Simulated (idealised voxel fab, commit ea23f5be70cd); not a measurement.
process module | voxel gate over fins
cross-section cut | 200 nm wide | cells 5 nm
A cross-section is a grid of square cells, given in bands from the top down. A band is one or more rows of cells.
Each band's line starts with the height of the band's top and of its bottom, in nm. Then come its materials from left to right, each with its width in nm. One material with "throughout" fills the band from edge to edge. "air" is empty space.
Height 0 is the level under which the wafer as received is all one material. The lowest band goes on downwards, as in "0 down".
A width such as "30 to 40" changes by the same amount from each row of cells to the next, from the band's top row to its bottom row.
"no change" after a step means that no cell of the cross-section changed.
closed voids: empty space of 8 cells or more with no open way to the top, each as width x height at its distance from the left edge, in nm
after a step's settings: what the simulator itself notes on the step
overlay nm, on a step with a mask: how far to the right of its planned place the mask lay; to the left if negative
plan
1 op RECEIVE | material Si
2 op CONFORMAL_DEP | material SiN | thk nm 10
3 op PATTERN | tone cover | mask id FINS | material resist | width nm 15 | pitch nm 60 | thk nm 15 | overlay nm 0
4 op DIRECTIONAL_ETCH | etch materials SiN | depth nm 10
5 op DIRECTIONAL_ETCH | etch materials Si | depth nm 35
6 op STRIP | etch materials resist
7 op FILL_DEP | material SiO2 | thk nm 5
8 op CMP | height nm 10
9 op DIRECTIONAL_DEP | material aC | thk nm 15
10 op PATTERN | tone open | mask id RAIL | material resist | width nm 15 | thk nm 30 | overlay nm 0
11 op DIRECTIONAL_ETCH | etch materials aC | depth nm 15
12 op STRIP | etch materials resist
13 op DIRECTIONAL_ETCH | etch materials SiO2 | depth nm 40
14 op STRIP | etch materials aC
15 op CONFORMAL_DEP | material TiN | thk nm 5
16 op FILL_DEP | material W | thk nm 5
17 op CMP | height nm 10
18 op SELECTIVE_ETCH | etch materials W Ru TiN | depth nm 30
19 op FILL_DEP | material SiO2 | thk nm 5
20 op CMP | height nm 10
21 op SELECTIVE_ETCH | etch materials SiO2 | depth nm 25
22 op STRIP | etch materials SiN
23 op CONFORMAL_DEP | material HfO2 | thk nm 5
24 op CONFORMAL_DEP | material TiN | thk nm 5
25 op CONFORMAL_DEP | material TiAl | thk nm 5
26 op CONFORMAL_DEP | material TiN | thk nm 5
27 op FILL_DEP | material W | thk nm 15
28 op CMP | height nm 30
29 op CONFORMAL_DEP | material SiCN | thk nm 5
first wafer, as planned
as received, after step 1
  0 down: Si throughout
  closed voids: none
after step 2
  10 to 0: SiN throughout
  below 0: unchanged
after step 3
  25 to 10: air 60 | resist 15 | air 45 | resist 15 | air 65
  below 10: unchanged
after step 4
  25 to 10: air 60 | resist 15 | air 45 | resist 15 | air 65
  10 to 0: air 60 | SiN 15 | air 45 | SiN 15 | air 65
  below 0: unchanged
after step 5
  25 to 10: air 60 | resist 15 | air 45 | resist 15 | air 65
  10 to 0: air 60 | SiN 15 | air 45 | SiN 15 | air 65
  0 to -35: air 60 | Si 15 | air 45 | Si 15 | air 65
  below -35: unchanged
after step 6
  10 to 0: air 60 | SiN 15 | air 45 | SiN 15 | air 65
  below 0: unchanged
after step 7
  15 to 10: SiO2 throughout
  10 to 0: SiO2 60 | SiN 15 | SiO2 45 | SiN 15 | SiO2 65
  0 to -35: SiO2 60 | Si 15 | SiO2 45 | Si 15 | SiO2 65
  below -35: unchanged
after step 8
  10 to 0: SiO2 60 | SiN 15 | SiO2 45 | SiN 15 | SiO2 65
  below 0: unchanged
after step 9
  25 to 10: aC throughout
  below 10: unchanged
after step 10
  55 to 25: resist 90 | air 15 | resist 95
  below 25: unchanged
after step 11
  40 to 25: resist 90 | air 15 | resist 95
  25 to 10: aC 90 | air 15 | aC 95
  below 10: unchanged
after step 12
  25 to 10: aC 90 | air 15 | aC 95
  below 10: unchanged
after step 13
  25 to 10: aC 90 | air 15 | aC 95
  10 to 0: SiO2 60 | SiN 15 | SiO2 15 | air 15 | SiO2 15 | SiN 15 | SiO2 65
  0 to -30: SiO2 60 | Si 15 | SiO2 15 | air 15 | SiO2 15 | Si 15 | SiO2 65
  below -30: unchanged
after step 14
  10 to 0: SiO2 60 | SiN 15 | SiO2 15 | air 15 | SiO2 15 | SiN 15 | SiO2 65
  below 0: unchanged
after step 15
  15 to 10: TiN 95 | air 5 | TiN 100
  10 to 0: SiO2 60 | SiN 15 | SiO2 15 | TiN 5 | air 5 | TiN 5 | SiO2 15 | SiN 15 | SiO2 65
  0 to -25: SiO2 60 | Si 15 | SiO2 15 | TiN 5 | air 5 | TiN 5 | SiO2 15 | Si 15 | SiO2 65
  -25 to -30: SiO2 60 | Si 15 | SiO2 15 | TiN 15 | SiO2 15 | Si 15 | SiO2 65
  below -30: unchanged
after step 16
  20 to 15: W throughout
  15 to 10: TiN 95 | W 5 | TiN 100
  10 to 0: SiO2 60 | SiN 15 | SiO2 15 | TiN 5 | W 5 | TiN 5 | SiO2 15 | SiN 15 | SiO2 65
  0 to -25: SiO2 60 | Si 15 | SiO2 15 | TiN 5 | W 5 | TiN 5 | SiO2 15 | Si 15 | SiO2 65
  below -25: unchanged
after step 17
  10 to 0: SiO2 60 | SiN 15 | SiO2 15 | TiN 5 | W 5 | TiN 5 | SiO2 15 | SiN 15 | SiO2 65
  below 0: unchanged
after step 18
  10 to 0: SiO2 60 | SiN 15 | SiO2 15 | air 15 | SiO2 15 | SiN 15 | SiO2 65
  0 to -20: SiO2 60 | Si 15 | SiO2 15 | air 15 | SiO2 15 | Si 15 | SiO2 65
  below -20: unchanged
after step 19
  15 to 10: SiO2 throughout
  10 to 0: SiO2 60 | SiN 15 | SiO2 45 | SiN 15 | SiO2 65
  0 to -20: SiO2 60 | Si 15 | SiO2 45 | Si 15 | SiO2 65
  below -20: unchanged
after step 20
  10 to 0: SiO2 60 | SiN 15 | SiO2 45 | SiN 15 | SiO2 65
  below 0: unchanged
after step 21
  10 to 0: air 60 | SiN 15 | air 45 | SiN 15 | air 65
  0 to -15: air 60 | Si 15 | air 45 | Si 15 | air 65
  below -15: unchanged
after step 22
  0 to -15: air 60 | Si 15 | air 45 | Si 15 | air 65
  below -15: unchanged
after step 23
  5 to 0: air 55 | HfO2 25 | air 35 | HfO2 25 | air 60
  0 to -10: air 55 | HfO2 5 | Si 15 | HfO2 5 | air 35 | HfO2 5 | Si 15 | HfO2 5 | air 60
  -10 to -15: HfO2 60 | Si 15 | HfO2 45 | Si 15 | HfO2 65
  below -15: unchanged
after step 24
  10 to 5: air 50 | TiN 35 | air 25 | TiN 35 | air 55
  5 to 0: air 50 | TiN 5 | HfO2 25 | TiN 5 | air 25 | TiN 5 | HfO2 25 | TiN 5 | air 55
  0 to -5: air 50 | TiN 5 | HfO2 5 | Si 15 | HfO2 5 | TiN 5 | air 25 | TiN 5 | HfO2 5 | Si 15 | HfO2 5 | TiN 5 | air 55
  -5 to -10: TiN 55 | HfO2 5 | Si 15 | HfO2 5 | TiN 35 | HfO2 5 | Si 15 | HfO2 5 | TiN 60
  below -10: unchanged
after step 25
  15 to 10: air 45 | TiAl 45 | air 15 | TiAl 45 | air 50
  10 to 5: air 45 | TiAl 5 | TiN 35 | TiAl 5 | air 15 | TiAl 5 | TiN 35 | TiAl 5 | air 50
  5 to 0: air 45 | TiAl 5 | TiN 5 | HfO2 25 | TiN 5 | TiAl 5 | air 15 | TiAl 5 | TiN 5 | HfO2 25 | TiN 5 | TiAl 5 | air 50
  0 to -5: TiAl 50 | TiN 5 | HfO2 5 | Si 15 | HfO2 5 | TiN 5 | TiAl 25 | TiN 5 | HfO2 5 | Si 15 | HfO2 5 | TiN 5 | TiAl 55
  below -5: unchanged
after step 26
  20 to 15: air 40 | TiN 55 | air 5 | TiN 55 | air 45
  15 to 10: air 40 | TiN 5 | TiAl 45 | TiN 5 | air 5 | TiN 5 | TiAl 45 | TiN 5 | air 45
  10 to 5: air 40 | TiN 5 | TiAl 5 | TiN 35 | TiAl 5 | TiN 5 | air 5 | TiN 5 | TiAl 5 | TiN 35 | TiAl 5 | TiN 5 | air 45
  5 to 0: TiN 45 | TiAl 5 | TiN 5 | HfO2 25 | TiN 5 | TiAl 5 | TiN 15 | TiAl 5 | TiN 5 | HfO2 25 | TiN 5 | TiAl 5 | TiN 50
  below 0: unchanged
after step 27
  35 to 20: W throughout
  20 to 15: W 40 | TiN 55 | W 5 | TiN 55 | W 45
  15 to 10: W 40 | TiN 5 | TiAl 45 | TiN 5 | W 5 | TiN 5 | TiAl 45 | TiN 5 | W 45
  10 to 5: W 40 | TiN 5 | TiAl 5 | TiN 35 | TiAl 5 | TiN 5 | W 5 | TiN 5 | TiAl 5 | TiN 35 | TiAl 5 | TiN 5 | W 45
  below 5: unchanged
after step 28
  30 to 20: W throughout
  below 20: unchanged
after step 29
  35 to 30: SiCN throughout
  below 30: unchanged
second wafer: like start, like plan, one mistake. Through step 2 it matches the first wafer
when step 3 should have ended
  25 to 10: air 55 | resist 25 | air 35 | resist 25 | air 60
  below 10: unchanged
when step 4 should have ended
  25 to 10: air 55 | resist 25 | air 35 | resist 25 | air 60
  10 to 0: air 55 | SiN 25 | air 35 | SiN 25 | air 60
  below 0: unchanged
when step 5 should have ended
  25 to 10: air 55 | resist 25 | air 35 | resist 25 | air 60
  10 to 0: air 55 | SiN 25 | air 35 | SiN 25 | air 60
  0 to -35: air 55 | Si 25 | air 35 | Si 25 | air 60
  below -35: unchanged
when step 6 should have ended
  10 to 0: air 55 | SiN 25 | air 35 | SiN 25 | air 60
  below 0: unchanged
when step 7 should have ended
  15 to 10: SiO2 throughout
  10 to 0: SiO2 55 | SiN 25 | SiO2 35 | SiN 25 | SiO2 60
  0 to -35: SiO2 55 | Si 25 | SiO2 35 | Si 25 | SiO2 60
  below -35: unchanged
when step 8 should have ended
  10 to 0: SiO2 55 | SiN 25 | SiO2 35 | SiN 25 | SiO2 60
  below 0: unchanged
when step 9 should have ended
  25 to 10: aC throughout
  below 10: unchanged
when step 10 should have ended
  55 to 25: resist 90 | air 15 | resist 95
  below 25: unchanged
when step 11 should have ended
  40 to 25: resist 90 | air 15 | resist 95
  25 to 10: aC 90 | air 15 | aC 95
  below 10: unchanged
when step 12 should have ended
  25 to 10: aC 90 | air 15 | aC 95
  below 10: unchanged
when step 13 should have ended
  25 to 10: aC 90 | air 15 | aC 95
  10 to 0: SiO2 55 | SiN 25 | SiO2 10 | air 15 | SiO2 10 | SiN 25 | SiO2 60
  0 to -30: SiO2 55 | Si 25 | SiO2 10 | air 15 | SiO2 10 | Si 25 | SiO2 60
  below -30: unchanged
when step 14 should have ended
  10 to 0: SiO2 55 | SiN 25 | SiO2 10 | air 15 | SiO2 10 | SiN 25 | SiO2 60
  below 0: unchanged
when step 15 should have ended
  15 to 10: TiN 95 | air 5 | TiN 100
  10 to 0: SiO2 55 | SiN 25 | SiO2 10 | TiN 5 | air 5 | TiN 5 | SiO2 10 | SiN 25 | SiO2 60
  0 to -25: SiO2 55 | Si 25 | SiO2 10 | TiN 5 | air 5 | TiN 5 | SiO2 10 | Si 25 | SiO2 60
  -25 to -30: SiO2 55 | Si 25 | SiO2 10 | TiN 15 | SiO2 10 | Si 25 | SiO2 60
  below -30: unchanged
when step 16 should have ended
  20 to 15: W throughout
  15 to 10: TiN 95 | W 5 | TiN 100
  10 to 0: SiO2 55 | SiN 25 | SiO2 10 | TiN 5 | W 5 | TiN 5 | SiO2 10 | SiN 25 | SiO2 60
  0 to -25: SiO2 55 | Si 25 | SiO2 10 | TiN 5 | W 5 | TiN 5 | SiO2 10 | Si 25 | SiO2 60
  below -25: unchanged
when step 17 should have ended
  10 to 0: SiO2 55 | SiN 25 | SiO2 10 | TiN 5 | W 5 | TiN 5 | SiO2 10 | SiN 25 | SiO2 60
  below 0: unchanged
when step 18 should have ended
  10 to 0: SiO2 55 | SiN 25 | SiO2 10 | air 15 | SiO2 10 | SiN 25 | SiO2 60
  0 to -20: SiO2 55 | Si 25 | SiO2 10 | air 15 | SiO2 10 | Si 25 | SiO2 60
  below -20: unchanged
when step 19 should have ended
  15 to 10: SiO2 throughout
  10 to 0: SiO2 55 | SiN 25 | SiO2 35 | SiN 25 | SiO2 60
  0 to -20: SiO2 55 | Si 25 | SiO2 35 | Si 25 | SiO2 60
  below -20: unchanged
when step 20 should have ended
  10 to 0: SiO2 55 | SiN 25 | SiO2 35 | SiN 25 | SiO2 60
  below 0: unchanged
when step 21 should have ended
  10 to 0: air 55 | SiN 25 | air 35 | SiN 25 | air 60
  0 to -15: air 55 | Si 25 | air 35 | Si 25 | air 60
  below -15: unchanged
when step 22 should have ended
  0 to -15: air 55 | Si 25 | air 35 | Si 25 | air 60
  below -15: unchanged
when step 23 should have ended
  5 to 0: air 50 | HfO2 35 | air 25 | HfO2 35 | air 55
  0 to -10: air 50 | HfO2 5 | Si 25 | HfO2 5 | air 25 | HfO2 5 | Si 25 | HfO2 5 | air 55
  -10 to -15: HfO2 55 | Si 25 | HfO2 35 | Si 25 | HfO2 60
  below -15: unchanged
when step 24 should have ended
  10 to 5: air 45 | TiN 45 | air 15 | TiN 45 | air 50
  5 to 0: air 45 | TiN 5 | HfO2 35 | TiN 5 | air 15 | TiN 5 | HfO2 35 | TiN 5 | air 50
  0 to -5: air 45 | TiN 5 | HfO2 5 | Si 25 | HfO2 5 | TiN 5 | air 15 | TiN 5 | HfO2 5 | Si 25 | HfO2 5 | TiN 5 | air 50
  -5 to -10: TiN 50 | HfO2 5 | Si 25 | HfO2 5 | TiN 25 | HfO2 5 | Si 25 | HfO2 5 | TiN 55
  below -10: unchanged
when step 25 should have ended
  15 to 10: air 40 | TiAl 55 | air 5 | TiAl 55 | air 45
  10 to 5: air 40 | TiAl 5 | TiN 45 | TiAl 5 | air 5 | TiAl 5 | TiN 45 | TiAl 5 | air 45
  5 to 0: air 40 | TiAl 5 | TiN 5 | HfO2 35 | TiN 5 | TiAl 5 | air 5 | TiAl 5 | TiN 5 | HfO2 35 | TiN 5 | TiAl 5 | air 45
  0 to -5: TiAl 45 | TiN 5 | HfO2 5 | Si 25 | HfO2 5 | TiN 5 | TiAl 15 | TiN 5 | HfO2 5 | Si 25 | HfO2 5 | TiN 5 | TiAl 50
  below -5: unchanged
when step 26 should have ended
  20 to 15: air 35 | TiN 125 | air 40
  15 to 10: air 35 | TiN 5 | TiAl 55 | TiN 5 | TiAl 55 | TiN 5 | air 40
  10 to 5: air 35 | TiN 5 | TiAl 5 | TiN 45 | TiAl 5 | TiN 5 | TiAl 5 | TiN 45 | TiAl 5 | TiN 5 | air 40
  5 to 0: TiN 40 | TiAl 5 | TiN 5 | HfO2 35 | TiN 5 | TiAl 5 | TiN 5 | TiAl 5 | TiN 5 | HfO2 35 | TiN 5 | TiAl 5 | TiN 45
  below 0: unchanged
when step 27 should have ended
  35 to 20: W throughout
  20 to 15: W 35 | TiN 125 | W 40
  15 to 10: W 35 | TiN 5 | TiAl 55 | TiN 5 | TiAl 55 | TiN 5 | W 40
  10 to 5: W 35 | TiN 5 | TiAl 5 | TiN 45 | TiAl 5 | TiN 5 | TiAl 5 | TiN 45 | TiAl 5 | TiN 5 | W 40
  below 5: unchanged
when step 28 should have ended
  30 to 20: W throughout
  below 20: unchanged
when step 29 should have ended
  35 to 30: SiCN throughout
  below 30: unchanged
what went wrong: step 3 ran as: op PATTERN | tone cover | mask id FINS | material resist | width nm 25 | pitch nm 60 | thk nm 15 | overlay nm 0
at the end the second wafer has, in cells: 28 more of Si | 16 fewer of SiO2 | 3 fewer of TiN | 9 fewer of W
